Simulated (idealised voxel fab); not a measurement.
process module | voxel transistor to metal
cross-section cut | 190 nm wide | cells 5 nm
A cross-section is a grid of square cells, given in bands from the top down. A band is one or more rows of cells.
Each band's line starts with the height of the band's top and of its bottom, in nm. Then come its materials from left to right, each with its width in nm. One material with "throughout" fills the band from edge to edge. "air" is empty space.
Height 0 is the level under which the wafer as received is all one material. The lowest band goes on downwards, as in "0 down".
A width such as "30 to 40" changes by the same amount from each row of cells to the next, from the band's top row to its bottom row.
"no change" after a step means that no cell of the cross-section changed.
closed voids: empty space of 8 cells or more with no open way to the top, each as width x height at its distance from the left edge, in nm
after a step's settings: what the simulator itself notes on the step
overlay nm, on a step with a mask: how far to the right of its planned place the mask lay; to the left if negative
plan
1 op RECEIVE | material Si
2 op OXIDIZE | depth nm 5
3 op CONFORMAL_DEP | material SiN | thk nm 15
4 op PATTERN | tone cover | mask id ACTIVE | material resist | width nm 115 | thk nm 15 | overlay nm 0
5 op DIRECTIONAL_ETCH | etch materials SiN | depth nm 15
6 op DIRECTIONAL_ETCH | etch materials SiO2 | depth nm 5
7 op DIRECTIONAL_ETCH | etch materials Si | depth nm 30
8 op STRIP | etch materials resist
9 op FILL_DEP | material SiO2 | thk nm 15
10 op CMP | height nm 15
11 op SELECTIVE_ETCH | etch materials SiO2 | depth nm 15
12 op STRIP | etch materials SiN
13 op SELECTIVE_ETCH | etch materials SiO2 | depth nm 5
14 op OXIDIZE | depth nm 5
15 op DIRECTIONAL_DEP | material polySi | thk nm 25
16 op DIRECTIONAL_DEP | material SiCN | thk nm 10
17 op DIRECTIONAL_DEP | material aC | thk nm 10
18 op PATTERN | tone cover | mask id GATE | material resist | width nm 25 | thk nm 30 | overlay nm 0
19 op DIRECTIONAL_ETCH | etch materials aC | depth nm 10
20 op STRIP | etch materials resist
21 op DIRECTIONAL_ETCH | etch materials SiCN | depth nm 20
22 op DIRECTIONAL_ETCH | etch materials polySi | depth nm 35
23 op STRIP | etch materials aC
24 op CONFORMAL_DEP | material SiO2 | thk nm 5
25 op DIRECTIONAL_ETCH | etch materials SiO2 | depth nm 5
26 op CONFORMAL_DEP | material SiN | thk nm 5
27 op DIRECTIONAL_ETCH | etch materials SiN | depth nm 5
28 op DIRECTIONAL_ETCH | etch materials SiO2 | depth nm 5
29 op DIRECTIONAL_ETCH | etch materials Si | depth nm 10
30 op EPI | material SiGe | thk nm 10
31 op FILL_DEP | material SiO2 | thk nm 5
32 op CMP | height nm 30
33 op DIRECTIONAL_DEP | material SiO2 | thk nm 15
34 op DIRECTIONAL_DEP | material aC | thk nm 15
35 op PATTERN | tone open | mask id CONTACT | material resist | width nm 30 | pitch nm 65 | thk nm 30 | overlay nm 0
36 op DIRECTIONAL_ETCH | etch materials aC | depth nm 15
37 op STRIP | etch materials resist
38 op DIRECTIONAL_ETCH | etch materials SiO2 | depth nm 55
39 op STRIP | etch materials aC
40 op CONFORMAL_DEP | material TiN | thk nm 5
41 op FILL_DEP | material Ru | thk nm 5
42 op CMP | height nm 45
43 op DIRECTIONAL_DEP | material TiN | thk nm 5
44 op DIRECTIONAL_DEP | material Ru | thk nm 25
45 op PATTERN | tone cover | mask id METAL_1 | material resist | width nm 20 | pitch nm 75 | thk nm 15 | overlay nm 0
46 op DIRECTIONAL_ETCH | etch materials Ru | depth nm 25
47 op DIRECTIONAL_ETCH | etch materials TiN | depth nm 5
48 op STRIP | etch materials resist
49 op FILL_DEP | material lowk | thk nm 10
50 op CMP | height nm 75
51 op CONFORMAL_DEP | material SiCN | thk nm 5
52 op DIRECTIONAL_DEP | material SiO2 | thk nm 25
53 op PATTERN | tone open | mask id METAL_2 | material resist | width nm 20 | pitch nm 75 | thk nm 20 | overlay nm 0
54 op DIRECTIONAL_ETCH | etch materials SiO2 | depth nm 15
55 op STRIP | etch materials resist
56 op DIRECTIONAL_DEP | material aC | thk nm 15
57 op PATTERN | tone open | mask id METAL_2_HOLES | material resist | width nm 15 | pitch nm 75 | thk nm 35 | overlay nm 0
58 op DIRECTIONAL_ETCH | etch materials aC | depth nm 15
59 op STRIP | etch materials resist
60 op DIRECTIONAL_ETCH | etch materials SiO2 | depth nm 10
61 op DIRECTIONAL_ETCH | etch materials SiCN | depth nm 5
62 op STRIP | etch materials aC
63 op CONFORMAL_DEP | material TiN | thk nm 5
64 op FILL_DEP | material Cu | thk nm 5
65 op CMP | height nm 105
66 op CONFORMAL_DEP | material SiCN | thk nm 5
first wafer, as planned
as received, after step 1
  0 down: Si throughout
  closed voids: none
after step 2
  0 to -5: SiO2 throughout
  below -5: unchanged
after step 3
  15 to 0: SiN throughout
  below 0: unchanged
after step 4
  30 to 15: air 35 | resist 115 | air 40
  below 15: unchanged
after step 5
  30 to 15: air 35 | resist 115 | air 40
  15 to 0: air 35 | SiN 115 | air 40
  below 0: unchanged
after step 6
  30 to 15: air 35 | resist 115 | air 40
  15 to 0: air 35 | SiN 115 | air 40
  0 to -5: air 35 | SiO2 115 | air 40
  below -5: unchanged
after step 7
  30 to 15: air 35 | resist 115 | air 40
  15 to 0: air 35 | SiN 115 | air 40
  0 to -5: air 35 | SiO2 115 | air 40
  -5 to -35: air 35 | Si 115 | air 40
  below -35: unchanged
after step 8
  15 to 0: air 35 | SiN 115 | air 40
  below 0: unchanged
after step 9
  30 to 15: SiO2 throughout
  15 to 0: SiO2 35 | SiN 115 | SiO2 40
  0 to -5: SiO2 throughout
  -5 to -35: SiO2 35 | Si 115 | SiO2 40
  below -35: unchanged
after step 10
  15 to 0: SiO2 35 | SiN 115 | SiO2 40
  below 0: unchanged
after step 11
  15 to 0: air 35 | SiN 115 | air 40
  below 0: unchanged
after step 12
  0 to -5: SiO2 throughout
  below -5: unchanged
after step 13
  -5 to -35: SiO2 35 | Si 115 | SiO2 40
  below -35: unchanged
after step 14
  -5 to -10: SiO2 throughout
  below -10: unchanged
after step 15
  20 to -5: polySi throughout
  below -5: unchanged
after step 16
  30 to 20: SiCN throughout
  below 20: unchanged
after step 17
  40 to 30: aC throughout
  below 30: unchanged
after step 18
  70 to 40: air 80 | resist 25 | air 85
  below 40: unchanged
after step 19
  60 to 40: air 80 | resist 25 | air 85
  40 to 30: air 80 | aC 25 | air 85
  below 30: unchanged
after step 20
  40 to 30: air 80 | aC 25 | air 85
  below 30: unchanged
after step 21
  40 to 30: air 80 | aC 25 | air 85
  30 to 20: air 80 | SiCN 25 | air 85
  below 20: unchanged
after step 22
  40 to 30: air 80 | aC 25 | air 85
  30 to 20: air 80 | SiCN 25 | air 85
  20 to -5: air 80 | polySi 25 | air 85
  below -5: unchanged
after step 23
  30 to 20: air 80 | SiCN 25 | air 85
  below 20: unchanged
after step 24
  35 to 30: air 75 | SiO2 35 | air 80
  30 to 20: air 75 | SiO2 5 | SiCN 25 | SiO2 5 | air 80
  20 to 0: air 75 | SiO2 5 | polySi 25 | SiO2 5 | air 80
  0 to -5: SiO2 80 | polySi 25 | SiO2 85
  below -5: unchanged
after step 25
  30 to 20: air 75 | SiO2 5 | SiCN 25 | SiO2 5 | air 80
  20 to -5: air 75 | SiO2 5 | polySi 25 | SiO2 5 | air 80
  below -5: unchanged
after step 26
  35 to 30: air 70 | SiN 45 | air 75
  30 to 20: air 70 | SiN 5 | SiO2 5 | SiCN 25 | SiO2 5 | SiN 5 | air 75
  20 to 0: air 70 | SiN 5 | SiO2 5 | polySi 25 | SiO2 5 | SiN 5 | air 75
  0 to -5: SiN 75 | SiO2 5 | polySi 25 | SiO2 5 | SiN 80
  below -5: unchanged
after step 27
  30 to 20: air 70 | SiN 5 | SiO2 5 | SiCN 25 | SiO2 5 | SiN 5 | air 75
  20 to -5: air 70 | SiN 5 | SiO2 5 | polySi 25 | SiO2 5 | SiN 5 | air 75
  below -5: unchanged
after step 28
  30 to 25: air 70 | SiN 5 | air 5 | SiCN 25 | air 5 | SiN 5 | air 75
  25 to 20: air 70 | SiN 5 | SiO2 5 | SiCN 25 | SiO2 5 | SiN 5 | air 75
  20 to -5: air 70 | SiN 5 | SiO2 5 | polySi 25 | SiO2 5 | SiN 5 | air 75
  -5 to -10: air 70 | SiO2 45 | air 75
  below -10: unchanged
after step 29
  30 to 25: air 70 | SiN 5 | air 5 | SiCN 25 | air 5 | SiN 5 | air 75
  25 to 20: air 70 | SiN 5 | SiO2 5 | SiCN 25 | SiO2 5 | SiN 5 | air 75
  20 to -5: air 70 | SiN 5 | SiO2 5 | polySi 25 | SiO2 5 | SiN 5 | air 75
  -5 to -10: air 70 | SiO2 45 | air 75
  -10 to -20: SiO2 35 | air 35 | Si 45 | air 35 | SiO2 40
  below -20: unchanged
after step 30
  30 to 25: air 70 | SiN 5 | air 5 | SiCN 25 | air 5 | SiN 5 | air 75
  25 to 20: air 70 | SiN 5 | SiO2 5 | SiCN 25 | SiO2 5 | SiN 5 | air 75
  20 to 0: air 70 | SiN 5 | SiO2 5 | polySi 25 | SiO2 5 | SiN 5 | air 75
  0 to -5: air 60 | SiGe 10 | SiN 5 | SiO2 5 | polySi 25 | SiO2 5 | SiN 5 | SiGe 10 | air 65
  -5 to -10: air 60 | SiGe 10 | SiO2 45 | SiGe 10 | air 65
  -10 to -20: SiO2 35 | SiGe 35 | Si 45 | SiGe 35 | SiO2 40
  below -20: unchanged
after step 31
  35 to 30: SiO2 throughout
  30 to 20: SiO2 70 | SiN 5 | SiO2 5 | SiCN 25 | SiO2 5 | SiN 5 | SiO2 75
  20 to 0: SiO2 70 | SiN 5 | SiO2 5 | polySi 25 | SiO2 5 | SiN 5 | SiO2 75
  0 to -5: SiO2 60 | SiGe 10 | SiN 5 | SiO2 5 | polySi 25 | SiO2 5 | SiN 5 | SiGe 10 | SiO2 65
  -5 to -10: SiO2 60 | SiGe 10 | SiO2 45 | SiGe 10 | SiO2 65
  below -10: unchanged
after step 32
  30 to 20: SiO2 70 | SiN 5 | SiO2 5 | SiCN 25 | SiO2 5 | SiN 5 | SiO2 75
  below 20: unchanged
after step 33
  45 to 30: SiO2 throughout
  below 30: unchanged
after step 34
  60 to 45: aC throughout
  below 45: unchanged
after step 35
  90 to 60: resist 45 | air 30 | resist 35 | air 30 | resist 50
  below 60: unchanged
after step 36
  75 to 60: resist 45 | air 30 | resist 35 | air 30 | resist 50
  60 to 45: aC 45 | air 30 | aC 35 | air 30 | aC 50
  below 45: unchanged
after step 37
  60 to 45: aC 45 | air 30 | aC 35 | air 30 | aC 50
  below 45: unchanged
after step 38
  60 to 45: aC 45 | air 30 | aC 35 | air 30 | aC 50
  45 to 30: SiO2 45 | air 30 | SiO2 35 | air 30 | SiO2 50
  30 to 20: SiO2 45 | air 25 | SiN 5 | SiO2 5 | SiCN 25 | SiO2 5 | SiN 5 | air 25 | SiO2 50
  20 to 0: SiO2 45 | air 25 | SiN 5 | SiO2 5 | polySi 25 | SiO2 5 | SiN 5 | air 25 | SiO2 50
  0 to -5: SiO2 45 | air 15 | SiGe 10 | SiN 5 | SiO2 5 | polySi 25 | SiO2 5 | SiN 5 | SiGe 10 | air 15 | SiO2 50
  -5 to -10: SiO2 45 | air 15 | SiGe 10 | SiO2 45 | SiGe 10 | air 15 | SiO2 50
  below -10: unchanged
after step 39
  45 to 30: SiO2 45 | air 30 | SiO2 35 | air 30 | SiO2 50
  below 30: unchanged
after step 40
  50 to 45: TiN 50 | air 20 | TiN 45 | air 20 | TiN 55
  45 to 35: SiO2 45 | TiN 5 | air 20 | TiN 5 | SiO2 35 | TiN 5 | air 20 | TiN 5 | SiO2 50
  35 to 30: SiO2 45 | TiN 5 | air 15 | TiN 10 | SiO2 35 | TiN 10 | air 15 | TiN 5 | SiO2 50
  30 to 20: SiO2 45 | TiN 5 | air 15 | TiN 5 | SiN 5 | SiO2 5 | SiCN 25 | SiO2 5 | SiN 5 | TiN 5 | air 15 | TiN 5 | SiO2 50
  20 to 5: SiO2 45 | TiN 5 | air 15 | TiN 5 | SiN 5 | SiO2 5 | polySi 25 | SiO2 5 | SiN 5 | TiN 5 | air 15 | TiN 5 | SiO2 50
  5 to 0: SiO2 45 | TiN 5 | air 5 | TiN 15 | SiN 5 | SiO2 5 | polySi 25 | SiO2 5 | SiN 5 | TiN 15 | air 5 | TiN 5 | SiO2 50
  0 to -5: SiO2 45 | TiN 5 | air 5 | TiN 5 | SiGe 10 | SiN 5 | SiO2 5 | polySi 25 | SiO2 5 | SiN 5 | SiGe 10 | TiN 5 | air 5 | TiN 5 | SiO2 50
  -5 to -10: SiO2 45 | TiN 15 | SiGe 10 | SiO2 45 | SiGe 10 | TiN 15 | SiO2 50
  below -10: unchanged
after step 41
  55 to 50: Ru throughout
  50 to 45: TiN 50 | Ru 20 | TiN 45 | Ru 20 | TiN 55
  45 to 35: SiO2 45 | TiN 5 | Ru 20 | TiN 5 | SiO2 35 | TiN 5 | Ru 20 | TiN 5 | SiO2 50
  35 to 30: SiO2 45 | TiN 5 | Ru 15 | TiN 10 | SiO2 35 | TiN 10 | Ru 15 | TiN 5 | SiO2 50
  30 to 20: SiO2 45 | TiN 5 | Ru 15 | TiN 5 | SiN 5 | SiO2 5 | SiCN 25 | SiO2 5 | SiN 5 | TiN 5 | Ru 15 | TiN 5 | SiO2 50
  20 to 5: SiO2 45 | TiN 5 | Ru 15 | TiN 5 | SiN 5 | SiO2 5 | polySi 25 | SiO2 5 | SiN 5 | TiN 5 | Ru 15 | TiN 5 | SiO2 50
  5 to 0: SiO2 45 | TiN 5 | Ru 5 | TiN 15 | SiN 5 | SiO2 5 | polySi 25 | SiO2 5 | SiN 5 | TiN 15 | Ru 5 | TiN 5 | SiO2 50
  0 to -5: SiO2 45 | TiN 5 | Ru 5 | TiN 5 | SiGe 10 | SiN 5 | SiO2 5 | polySi 25 | SiO2 5 | SiN 5 | SiGe 10 | TiN 5 | Ru 5 | TiN 5 | SiO2 50
  below -5: unchanged
after step 42
  45 to 35: SiO2 45 | TiN 5 | Ru 20 | TiN 5 | SiO2 35 | TiN 5 | Ru 20 | TiN 5 | SiO2 50
  below 35: unchanged
after step 43
  50 to 45: TiN throughout
  below 45: unchanged
after step 44
  75 to 50: Ru throughout
  below 50: unchanged
after step 45
  90 to 75: air 45 | resist 20 | air 55 | resist 20 | air 50
  below 75: unchanged
after step 46
  90 to 75: air 45 | resist 20 | air 55 | resist 20 | air 50
  75 to 50: air 45 | Ru 20 | air 55 | Ru 20 | air 50
  below 50: unchanged
after step 47
  90 to 75: air 45 | resist 20 | air 55 | resist 20 | air 50
  75 to 50: air 45 | Ru 20 | air 55 | Ru 20 | air 50
  50 to 45: air 45 | TiN 20 | air 55 | TiN 20 | air 50
  below 45: unchanged
after step 48
  75 to 50: air 45 | Ru 20 | air 55 | Ru 20 | air 50
  below 50: unchanged
after step 49
  85 to 75: lowk throughout
  75 to 50: lowk 45 | Ru 20 | lowk 55 | Ru 20 | lowk 50
  50 to 45: lowk 45 | TiN 20 | lowk 55 | TiN 20 | lowk 50
  below 45: unchanged
after step 50
  75 to 50: lowk 45 | Ru 20 | lowk 55 | Ru 20 | lowk 50
  below 50: unchanged
after step 51
  80 to 75: SiCN throughout
  below 75: unchanged
after step 52
  105 to 80: SiO2 throughout
  below 80: unchanged
after step 53
  125 to 105: resist 45 | air 20 | resist 55 | air 20 | resist 50
  below 105: unchanged
after step 54
  125 to 105: resist 45 | air 20 | resist 55 | air 20 | resist 50
  105 to 90: SiO2 45 | air 20 | SiO2 55 | air 20 | SiO2 50
  below 90: unchanged
after step 55
  105 to 90: SiO2 45 | air 20 | SiO2 55 | air 20 | SiO2 50
  below 90: unchanged
after step 56
  120 to 105: aC 45 | air 20 | aC 55 | air 20 | aC 50
  105 to 90: SiO2 45 | aC 20 | SiO2 55 | aC 20 | SiO2 50
  below 90: unchanged
after step 57
  155 to 120: resist 45 | air 15 | resist 60 | air 15 | resist 55
  120 to 105: aC 45 | air 15 | resist 5 | aC 55 | air 15 | resist 5 | aC 50
  below 105: unchanged
after step 58
  140 to 120: resist 45 | air 15 | resist 60 | air 15 | resist 55
  120 to 105: aC 45 | air 15 | resist 5 | aC 55 | air 15 | resist 5 | aC 50
  105 to 90: SiO2 45 | air 15 | aC 5 | SiO2 55 | air 15 | aC 5 | SiO2 50
  below 90: unchanged
after step 59
  120 to 105: aC 45 | air 20 | aC 55 | air 20 | aC 50
  below 105: unchanged
after step 60
  120 to 105: aC 45 | air 20 | aC 55 | air 20 | aC 50
  105 to 90: SiO2 45 | air 15 | aC 5 | SiO2 55 | air 15 | aC 5 | SiO2 50
  90 to 80: SiO2 45 | air 15 | SiO2 60 | air 15 | SiO2 55
  below 80: unchanged
after step 61
  120 to 105: aC 45 | air 20 | aC 55 | air 20 | aC 50
  105 to 90: SiO2 45 | air 15 | aC 5 | SiO2 55 | air 15 | aC 5 | SiO2 50
  90 to 80: SiO2 45 | air 15 | SiO2 60 | air 15 | SiO2 55
  80 to 75: SiCN 45 | air 15 | SiCN 60 | air 15 | SiCN 55
  below 75: unchanged
after step 62
  105 to 90: SiO2 45 | air 20 | SiO2 55 | air 20 | SiO2 50
  below 90: unchanged
after step 63
  110 to 105: TiN 50 | air 10 | TiN 65 | air 10 | TiN 55
  105 to 95: SiO2 45 | TiN 5 | air 10 | TiN 5 | SiO2 55 | TiN 5 | air 10 | TiN 5 | SiO2 50
  95 to 90: SiO2 45 | TiN 5 | air 5 | TiN 10 | SiO2 55 | TiN 5 | air 5 | TiN 10 | SiO2 50
  90 to 80: SiO2 45 | TiN 5 | air 5 | TiN 5 | SiO2 60 | TiN 5 | air 5 | TiN 5 | SiO2 55
  80 to 75: SiCN 45 | TiN 15 | SiCN 60 | TiN 15 | SiCN 55
  below 75: unchanged
after step 64
  115 to 110: Cu throughout
  110 to 105: TiN 50 | Cu 10 | TiN 65 | Cu 10 | TiN 55
  105 to 95: SiO2 45 | TiN 5 | Cu 10 | TiN 5 | SiO2 55 | TiN 5 | Cu 10 | TiN 5 | SiO2 50
  95 to 90: SiO2 45 | TiN 5 | Cu 5 | TiN 10 | SiO2 55 | TiN 5 | Cu 5 | TiN 10 | SiO2 50
  90 to 80: SiO2 45 | TiN 5 | Cu 5 | TiN 5 | SiO2 60 | TiN 5 | Cu 5 | TiN 5 | SiO2 55
  below 80: unchanged
after step 65
  105 to 95: SiO2 45 | TiN 5 | Cu 10 | TiN 5 | SiO2 55 | TiN 5 | Cu 10 | TiN 5 | SiO2 50
  below 95: unchanged
after step 66
  110 to 105: SiCN throughout
  below 105: unchanged
second wafer: like start, like plan, one mistake. Through step 50 it matches the first wafer
when step 51 should have ended
  100 to 75: SiO2 throughout
  below 75: unchanged
when step 52 should have ended
  105 to 100: SiCN throughout
  below 100: unchanged
when step 53 should have ended
  125 to 105: resist 45 | air 20 | resist 55 | air 20 | resist 50
  below 105: unchanged
when step 54 should have ended: no change
when step 55 should have ended
  105 to 100: SiCN throughout
  below 100: unchanged
when step 56 should have ended
  120 to 105: aC throughout
  below 105: unchanged
when step 57 should have ended
  155 to 120: resist 45 | air 15 | resist 60 | air 15 | resist 55
  below 120: unchanged
when step 58 should have ended
  140 to 120: resist 45 | air 15 | resist 60 | air 15 | resist 55
  120 to 105: aC 45 | air 15 | aC 60 | air 15 | aC 55
  below 105: unchanged
when step 59 should have ended
  120 to 105: aC 45 | air 15 | aC 60 | air 15 | aC 55
  below 105: unchanged
when step 60 should have ended: no change
when step 61 should have ended
  120 to 105: aC 45 | air 15 | aC 60 | air 15 | aC 55
  105 to 100: SiCN 45 | air 15 | SiCN 60 | air 15 | SiCN 55
  below 100: unchanged
when step 62 should have ended
  105 to 100: SiCN 45 | air 15 | SiCN 60 | air 15 | SiCN 55
  below 100: unchanged
when step 63 should have ended
  110 to 105: TiN 50 | air 5 | TiN 70 | air 5 | TiN 60
  105 to 100: SiCN 45 | TiN 15 | SiCN 60 | TiN 15 | SiCN 55
  below 100: unchanged
when step 64 should have ended
  115 to 110: Cu throughout
  110 to 105: TiN 50 | Cu 5 | TiN 70 | Cu 5 | TiN 60
  below 105: unchanged
when step 65 should have ended
  105 to 100: SiCN 45 | TiN 15 | SiCN 60 | TiN 15 | SiCN 55
  below 100: unchanged
when step 66 should have ended
  110 to 105: SiCN throughout
  below 105: unchanged
what went wrong: steps 51 and 52 were swapped
at the end the second wafer has, in cells: 14 fewer of Cu | 36 more of SiO2 | 22 fewer of TiN
